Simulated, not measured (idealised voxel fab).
Process module, titled voxel capacitor over wiring
Cross-section cut: width 265 nm, square cells of 5 nm.
Cross-section = grid of square cells, listed top down in bands; band = one or more rows. Look at the band entry: it leads with the top's height and the bottom's height in nm. Then it lists the materials left to right, with a width in nm for each. The word "throughout" on a single material says that material fills the band edge to edge. The word "blank" is empty space. Height datum 0, below which the as-received substrate wafer is one material. Lowest band open at the bottom, running downward: "0 and below". Read "30..40" as a graded width: first number on top, second number at the bottom, same change between each pair of neighbouring rows. Any step labelled "nothing was modified" changed none of the cells in the cross-section. Enclosed voids (no open way to top), threshold 8 cells or more, entry "Cavities, sealed", notation width x height at distance, distance from left edge, nm. Heads up: the bit after the settings on a step's line is the simulator's remark on that step. Each step line may optionally specify "overlay nm", which for a step with a mask gives the rightward distance between the mask's planned place and where it lay, a negative value indicating the leftward direction.
THE FOLLOWING LIST GIVES THE PLANNED PROCESS STEPS
1) RECEIVE with material Si
2) CONFORMAL_DEP with material SiO2, thk nm 15
3) DIRECTIONAL_DEP with material TiN, thk nm 5
4) DIRECTIONAL_DEP with material W, thk nm 15
5) PATTERN with tone cover, mask id METAL_1, material resist, width nm 25, pitch nm 80, thk nm 15, overlay nm 0
6) DIRECTIONAL_ETCH with etch materials W, depth nm 15
7) DIRECTIONAL_ETCH with etch materials TiN, depth nm 5
8) STRIP with etch materials resist
9) CONFORMAL_DEP with material SiCN, thk nm 5
10) FILL_DEP with material lowk, thk nm 5
11) CMP with height nm 35
12) CONFORMAL_DEP with material SiCN, thk nm 5
13) DIRECTIONAL_DEP with material lowk, thk nm 20
14) PATTERN with tone open, mask id PLUG_1, material resist, width nm 15, thk nm 15, overlay nm 0
15) DIRECTIONAL_ETCH with etch materials lowk, depth nm 20
16) DIRECTIONAL_ETCH with etch materials SiCN, depth nm 5
17) STRIP with etch materials resist
18) CONFORMAL_DEP with material TiN, thk nm 5
19) FILL_DEP with material W, thk nm 5
20) CMP with height nm 60
21) DIRECTIONAL_DEP with material TiN, thk nm 5
22) DIRECTIONAL_DEP with material HfO2, thk nm 5
23) DIRECTIONAL_DEP with material TiN, thk nm 5
24) PATTERN with tone cover, mask id UPPER_PLATE, material resist, width nm 60, thk nm 15, overlay nm 0
25) DIRECTIONAL_ETCH with etch materials TiN, depth nm 5
26) DIRECTIONAL_ETCH with etch materials HfO2, depth nm 5
27) STRIP with etch materials resist
28) PATTERN with tone cover, mask id LOWER_PLATE, material resist, width nm 70, thk nm 15, overlay nm 0
29) DIRECTIONAL_ETCH with etch materials TiN, depth nm 5
30) STRIP with etch materials resist
31) FILL_DEP with material SiO2, thk nm 15
32) CMP with height nm 85
33) DIRECTIONAL_DEP with material aC, thk nm 10
34) PATTERN with tone open, mask id PLUG_2, material resist, width nm 15, thk nm 30, overlay nm 0
35) DIRECTIONAL_ETCH with etch materials aC, depth nm 10
36) STRIP with etch materials resist
37) DIRECTIONAL_ETCH with etch materials SiO2, depth nm 10
38) STRIP with etch materials aC
39) CONFORMAL_DEP with material TiN, thk nm 5
40) FILL_DEP with material Ru, thk nm 10
41) CMP with height nm 85
42) CONFORMAL_DEP with material SiCN, thk nm 5
CROSS-SECTION, INCOMING MATERIAL, AFTER STEP 1
0 and below: Si throughout
Cavities, sealed: none
THIS IS HOW THE WAFER LOOKS IN CROSS-SECTION ONCE THE MODULE IS DONE, GIVEN THE STARTING STATE AND PLAN ABOVE AND ONE MISTAKE IN CARRYING THE PLAN OUT
90 down to 85: SiCN throughout
85 down to 80: 100 of SiO2, 5 of TiN, 5 of Ru, 5 of TiN, 150 of SiO2
80 down to 75: 100 of SiO2, 15 of TiN, 150 of SiO2
75 down to 70: SiO2 throughout
70 down to 60: 90..85 of SiO2, 60..70 of TiN, 115..110 of SiO2
60 down to 40: 90 of lowk, 5 of TiN, 5 of W, 5 of TiN, 160 of lowk
40 down to 35: 90 of SiCN, 15 of TiN, 160 of SiCN
35 down to 20: 75 of lowk, 5 of SiCN, 25 of W, 5 of SiCN, 45 of lowk, 5 of SiCN, 25 of W, 5 of SiCN, 75 of lowk
20 down to 15: 80 of SiCN, 25 of TiN, 55 of SiCN, 25 of TiN, 80 of SiCN
15 down to 0: SiO2 throughout
0 and below: Si throughout
Cavities, sealed: none
Against the plan, the run slipped here: plan step 22 never ran because it was skipped
